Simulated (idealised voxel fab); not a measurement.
Process module under the name voxel plated lines
Square cells of 5 nm make up the cross-section cut, whose width is 170 nm.
Cross-section layout: square cells on a grid; listed as bands, top to bottom; a band spans one or more cell rows. Heights first: top, then bottom, in nm. Then materials, left to right, each with a width in nm. "everywhere" on a single material: fills the band edge to edge. "air": empty space. Height datum 0, below which the as-received substrate wafer is one material. Lowest band open at the bottom, running downward: "0..down". You'd read "30..40" like this: the band's top row of cells is as wide as the first number, its bottom row is as wide as the second, and going down, every row changes width by the same amount as the row before did. What does "identical to before" mean for a step? It means no cell of the cross-section changed in that step. "Sealed cavities" specifies each empty space that is not open to the top and that occupies no fewer than 8 cells, using the form width x height at distance, the distance measured from the left edge and all three quantities in nm. Where a step's line continues beyond its settings, the continuation is a remark by the simulator itself on that step. "overlay nm" answers the question of how far to the right of plan the mask lay on a step that has a mask, and when it is negative the answer is to the left.
PROCESS STEPS - PLAN
1: RECEIVE with material Si
2: CONFORMAL_DEP with material SiN, thk nm 5
3: DIRECTIONAL_DEP with material TiN, thk nm 5
4: PATTERN with tone open, mask id LINES, material resist, width nm 25, pitch nm 40, thk nm 25, overlay nm 0
5: EPI with material Ru, thk nm 5
6: EPI with material Ru, thk nm 5
7: STRIP with etch materials resist
8: DIRECTIONAL_ETCH with etch materials TiN, depth nm 5
9: CONFORMAL_DEP with material SiO2, thk nm 5
CROSS-SECTIONAL VIEW OF THE WAFER IN ITS AS-RECEIVED CONDITION, CORRESPONDING TO THE STATE AFTER STEP 1
* 0..down  Si everywhere
* Sealed cavities: none
THE PLAN ABOVE WAS CARRIED OUT ON THE STARTING STRUCTURE ABOVE WITH ONE MISTAKE, AND THIS CROSS-SECTION SHOWS THE WAFER AT THE END OF THE MODULE
* 25..20  air: 50 | SiO2: 25 | air: 15 | SiO2: 25 | air: 55
* 20..10  air: 50 | SiO2: 5 | Ru: 15 | SiO2: 5 | air: 15 | SiO2: 5 | Ru: 15 | SiO2: 5 | air: 55
* 10..5  SiO2: 55 | TiN: 15 | SiO2: 25 | TiN: 15 | SiO2: 60
* 5..0  SiN everywhere
* 0..down  Si everywhere
* Sealed cavities: none
The plan and the run diverged here: step 4 changed vs plan, executed as PATTERN with tone open, mask id LINES, material resist, width nm 15, pitch nm 40, thk nm 25, overlay nm 0
